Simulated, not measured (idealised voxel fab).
Name of the process module below: voxel self aligned contacts
240 nm wide, 5 nm square cells: that's cross-section cut.
A cross-section in this document is a grid of square cells, and it is written down as bands, the top band listed before the ones below it; a band is made up of one or more rows of cells. Band: top height; bottom height; in nm. Then, left to right: material with width in nm, for each material. "everywhere": a single material spanning edge to edge. "air": empty space. Height is counted from the level 0, under which the received wafer is composed throughout of one material. The lowest of the bands is not closed at the bottom but continues downward, in the notation "0 -> down". Width "30->40": first value at the band's top row of cells, second value at its bottom row, equal change from row to row. It should be understood that the words "nothing different", when stated for a given step, signify that the cross-section underwent no change in any of its cells during that step. Basically, "Enclosed void list" tells you about the enclosed voids: empty spaces with no open way to the top, 8 cells or bigger, each written width x height at distance, where distance is from the left edge, all in nm. Post-settings text on a step line: simulator's own remark regarding the step. On any step carrying a mask, the "overlay nm" setting, if present on the step's line, tells how far right of its planned place the mask lay; negative values point to the left.
[The process steps that were planned are listed below]
1,op RECEIVE | material Si
2,op CONFORMAL_DEP | material SiO2 | thk nm 5
3,op DIRECTIONAL_DEP | material polySi | thk nm 25
4,op DIRECTIONAL_DEP | material SiN | thk nm 20
5,op DIRECTIONAL_DEP | material aC | thk nm 15
6,op PATTERN | tone cover | mask id GATE | material resist | width nm 35 | pitch nm 60 | thk nm 30 | overlay nm 0
7,op DIRECTIONAL_ETCH | etch materials aC | depth nm 15
8,op STRIP | etch materials resist
9,op DIRECTIONAL_ETCH | etch materials SiN | depth nm 20
10,op DIRECTIONAL_ETCH | etch materials polySi | depth nm 25
11,op STRIP | etch materials aC
12,op CONFORMAL_DEP | material SiN | thk nm 5
13,op DIRECTIONAL_ETCH | etch materials SiN | depth nm 5
14,op FILL_DEP | material SiO2 | thk nm 15
15,op CMP | height nm 55
16,op PATTERN | tone open | mask id CONTACT | material resist | width nm 45 | thk nm 15 | overlay nm 0
17,op DIRECTIONAL_ETCH | etch materials SiO2 | depth nm 55
18,op STRIP | etch materials resist
19,op CONFORMAL_DEP | material TiN | thk nm 5
20,op FILL_DEP | material W | thk nm 5
21,op CMP | height nm 55
22,op CONFORMAL_DEP | material SiN | thk nm 5
[The following pertains to the first of two wafers, which was processed as planned]
[This is the cross-section of the wafer as we received it, i.e. after step 1]
  0 -> down | Si everywhere
  Enclosed void list: none
[Cross-section of the wafer subsequent to step 2]
  5 -> 0 | SiO2 everywhere
  Below 0 it's all the same as before, nothing changed down there.
[Cross-section of the wafer subsequent to step 3]
  30 -> 5 | polySi everywhere
  Below 5 it's all the same as before, nothing changed down there.
[Cross-section of the wafer subsequent to step 4]
  50 -> 30 | SiN everywhere
  Below 30 it's all the same as before, nothing changed down there.
[Cross-section of the wafer subsequent to step 5]
  65 -> 50 | aC everywhere
  Below 50 it's all the same as before, nothing changed down there.
[Cross-section of the wafer subsequent to step 6]
  95 -> 65 | air 70, resist 35, air 25, resist 35, air 75
  Below 65 it's all the same as before, nothing changed down there.
[Cross-section of the wafer subsequent to step 7]
  80 -> 65 | air 70, resist 35, air 25, resist 35, air 75
  65 -> 50 | air 70, aC 35, air 25, aC 35, air 75
  Below 50 it's all the same as before, nothing changed down there.
[Cross-section of the wafer subsequent to step 8]
  65 -> 50 | air 70, aC 35, air 25, aC 35, air 75
  Below 50 it's all the same as before, nothing changed down there.
[Cross-section of the wafer subsequent to step 9]
  65 -> 50 | air 70, aC 35, air 25, aC 35, air 75
  50 -> 30 | air 70, SiN 35, air 25, SiN 35, air 75
  Below 30 it's all the same as before, nothing changed down there.
[Cross-section of the wafer subsequent to step 10]
  65 -> 50 | air 70, aC 35, air 25, aC 35, air 75
  50 -> 30 | air 70, SiN 35, air 25, SiN 35, air 75
  30 -> 5 | air 70, polySi 35, air 25, polySi 35, air 75
  Below 5 it's all the same as before, nothing changed down there.
[Cross-section of the wafer subsequent to step 11]
  50 -> 30 | air 70, SiN 35, air 25, SiN 35, air 75
  Below 30 it's all the same as before, nothing changed down there.
[Cross-section of the wafer subsequent to step 12]
  55 -> 30 | air 65, SiN 45, air 15, SiN 45, air 70
  30 -> 10 | air 65, SiN 5, polySi 35, SiN 5, air 15, SiN 5, polySi 35, SiN 5, air 70
  10 -> 5 | SiN 70, polySi 35, SiN 25, polySi 35, SiN 75
  Below 5 it's all the same as before, nothing changed down there.
[Cross-section of the wafer subsequent to step 13]
  50 -> 30 | air 65, SiN 45, air 15, SiN 45, air 70
  30 -> 5 | air 65, SiN 5, polySi 35, SiN 5, air 15, SiN 5, polySi 35, SiN 5, air 70
  Below 5 it's all the same as before, nothing changed down there.
[Cross-section of the wafer subsequent to step 14]
  65 -> 50 | SiO2 everywhere
  50 -> 30 | SiO2 65, SiN 45, SiO2 15, SiN 45, SiO2 70
  30 -> 5 | SiO2 65, SiN 5, polySi 35, SiN 5, SiO2 15, SiN 5, polySi 35, SiN 5, SiO2 70
  Below 5 it's all the same as before, nothing changed down there.
[Cross-section of the wafer subsequent to step 15]
  55 -> 50 | SiO2 everywhere
  Below 50 it's all the same as before, nothing changed down there.
[Cross-section of the wafer subsequent to step 16]
  70 -> 55 | resist 95, air 45, resist 100
  Below 55 it's all the same as before, nothing changed down there.
[Cross-section of the wafer subsequent to step 17]
  70 -> 55 | resist 95, air 45, resist 100
  55 -> 50 | SiO2 95, air 45, SiO2 100
  50 -> 30 | SiO2 65, SiN 45, air 15, SiN 45, SiO2 70
  30 -> 5 | SiO2 65, SiN 5, polySi 35, SiN 5, air 15, SiN 5, polySi 35, SiN 5, SiO2 70
  5 -> 0 | SiO2 110, air 15, SiO2 115
  Below 0 it's all the same as before, nothing changed down there.
[Cross-section of the wafer subsequent to step 18]
  55 -> 50 | SiO2 95, air 45, SiO2 100
  Below 50 it's all the same as before, nothing changed down there.
[Cross-section of the wafer subsequent to step 19]
  60 -> 55 | TiN 100, air 35, TiN 105
  55 -> 50 | SiO2 95, TiN 20, air 5, TiN 20, SiO2 100
  50 -> 30 | SiO2 65, SiN 45, TiN 5, air 5, TiN 5, SiN 45, SiO2 70
  30 -> 5 | SiO2 65, SiN 5, polySi 35, SiN 5, TiN 5, air 5, TiN 5, SiN 5, polySi 35, SiN 5, SiO2 70
  5 -> 0 | SiO2 110, TiN 15, SiO2 115
  Below 0 it's all the same as before, nothing changed down there.
[Cross-section of the wafer subsequent to step 20]
  65 -> 60 | W everywhere
  60 -> 55 | TiN 100, W 35, TiN 105
  55 -> 50 | SiO2 95, TiN 20, W 5, TiN 20, SiO2 100
  50 -> 30 | SiO2 65, SiN 45, TiN 5, W 5, TiN 5, SiN 45, SiO2 70
  30 -> 5 | SiO2 65, SiN 5, polySi 35, SiN 5, TiN 5, W 5, TiN 5, SiN 5, polySi 35, SiN 5, SiO2 70
  Below 5 it's all the same as before, nothing changed down there.
[Cross-section of the wafer subsequent to step 21]
  55 -> 50 | SiO2 95, TiN 20, W 5, TiN 20, SiO2 100
  Below 50 it's all the same as before, nothing changed down there.
[Cross-section of the wafer subsequent to step 22]
  60 -> 55 | SiN everywhere
  Below 55 it's all the same as before, nothing changed down there.
[The second wafer was prepared from the same starting point and under the same plan as the first; its processing contained one mistake, and it remains indistinguishable from the first wafer up to and including step 2]
[Second wafer shown in cross-section at the time step 3 was slated to end]
  55 -> 5 | polySi everywhere
  Below 5 it's all the same as before, nothing changed down there.
[Second wafer shown in cross-section at the time step 4 was slated to end]
  75 -> 55 | SiN everywhere
  Below 55 it's all the same as before, nothing changed down there.
[Second wafer shown in cross-section at the time step 5 was slated to end]
  90 -> 75 | aC everywhere
  Below 75 it's all the same as before, nothing changed down there.
[Second wafer shown in cross-section at the time step 6 was slated to end]
  120 -> 90 | air 70, resist 35, air 25, resist 35, air 75
  Below 90 it's all the same as before, nothing changed down there.
[Second wafer shown in cross-section at the time step 7 was slated to end]
  105 -> 90 | air 70, resist 35, air 25, resist 35, air 75
  90 -> 75 | air 70, aC 35, air 25, aC 35, air 75
  Below 75 it's all the same as before, nothing changed down there.
[Second wafer shown in cross-section at the time step 8 was slated to end]
  90 -> 75 | air 70, aC 35, air 25, aC 35, air 75
  Below 75 it's all the same as before, nothing changed down there.
[Second wafer shown in cross-section at the time step 9 was slated to end]
  90 -> 75 | air 70, aC 35, air 25, aC 35, air 75
  75 -> 55 | air 70, SiN 35, air 25, SiN 35, air 75
  Below 55 it's all the same as before, nothing changed down there.
[Second wafer shown in cross-section at the time step 10 was slated to end]
  90 -> 75 | air 70, aC 35, air 25, aC 35, air 75
  75 -> 55 | air 70, SiN 35, air 25, SiN 35, air 75
  55 -> 30 | air 70, polySi 35, air 25, polySi 35, air 75
  Below 30 it's all the same as before, nothing changed down there.
[Second wafer shown in cross-section at the time step 11 was slated to end]
  75 -> 55 | air 70, SiN 35, air 25, SiN 35, air 75
  Below 55 it's all the same as before, nothing changed down there.
[Second wafer shown in cross-section at the time step 12 was slated to end]
  80 -> 55 | air 65, SiN 45, air 15, SiN 45, air 70
  55 -> 35 | air 65, SiN 5, polySi 35, SiN 5, air 15, SiN 5, polySi 35, SiN 5, air 70
  35 -> 30 | SiN 70, polySi 35, SiN 25, polySi 35, SiN 75
  Below 30 it's all the same as before, nothing changed down there.
[Second wafer shown in cross-section at the time step 13 was slated to end]
  75 -> 55 | air 65, SiN 45, air 15, SiN 45, air 70
  55 -> 30 | air 65, SiN 5, polySi 35, SiN 5, air 15, SiN 5, polySi 35, SiN 5, air 70
  Below 30 it's all the same as before, nothing changed down there.
[Second wafer shown in cross-section at the time step 14 was slated to end]
  90 -> 75 | SiO2 everywhere
  75 -> 55 | SiO2 65, SiN 45, SiO2 15, SiN 45, SiO2 70
  55 -> 30 | SiO2 65, SiN 5, polySi 35, SiN 5, SiO2 15, SiN 5, polySi 35, SiN 5, SiO2 70
  Below 30 it's all the same as before, nothing changed down there.
[Second wafer shown in cross-section at the time step 15 was slated to end]
  55 -> 30 | SiO2 65, SiN 5, polySi 35, SiN 5, SiO2 15, SiN 5, polySi 35, SiN 5, SiO2 70
  Below 30 it's all the same as before, nothing changed down there.
[Second wafer shown in cross-section at the time step 16 was slated to end]
  70 -> 55 | resist 95, air 45, resist 100
  Below 55 it's all the same as before, nothing changed down there.
[Second wafer shown in cross-section at the time step 17 was slated to end]
  70 -> 55 | resist 95, air 45, resist 100
  55 -> 30 | SiO2 65, SiN 5, polySi 35, SiN 5, air 15, SiN 5, polySi 35, SiN 5, SiO2 70
  Below 30 it's all the same as before, nothing changed down there.
[Second wafer shown in cross-section at the time step 18 was slated to end]
  55 -> 30 | SiO2 65, SiN 5, polySi 35, SiN 5, air 15, SiN 5, polySi 35, SiN 5, SiO2 70
  Below 30 it's all the same as before, nothing changed down there.
[Second wafer shown in cross-section at the time step 19 was slated to end]
  60 -> 55 | TiN 115, air 5, TiN 120
  55 -> 35 | SiO2 65, SiN 5, polySi 35, SiN 5, TiN 5, air 5, TiN 5, SiN 5, polySi 35, SiN 5, SiO2 70
  35 -> 30 | SiO2 65, SiN 5, polySi 35, SiN 5, TiN 15, SiN 5, polySi 35, SiN 5, SiO2 70
  Below 30 it's all the same as before, nothing changed down there.
[Second wafer shown in cross-section at the time step 20 was slated to end]
  65 -> 60 | W everywhere
  60 -> 55 | TiN 115, W 5, TiN 120
  55 -> 35 | SiO2 65, SiN 5, polySi 35, SiN 5, TiN 5, W 5, TiN 5, SiN 5, polySi 35, SiN 5, SiO2 70
  Below 35 it's all the same as before, nothing changed down there.
[Second wafer shown in cross-section at the time step 21 was slated to end]
  55 -> 35 | SiO2 65, SiN 5, polySi 35, SiN 5, TiN 5, W 5, TiN 5, SiN 5, polySi 35, SiN 5, SiO2 70
  Below 35 it's all the same as before, nothing changed down there.
[Second wafer shown in cross-section at the time step 22 was slated to end]
  60 -> 55 | SiN everywhere
  Below 55 it's all the same as before, nothing changed down there.
What was done differently from what was planned? step 3 from the plan got run twice
Materials where the second wafer ends with more or fewer cells than the first: SiN: 72 fewer, SiO2: 144 fewer, TiN: 18 fewer, W: 6 fewer, polySi: 240 more
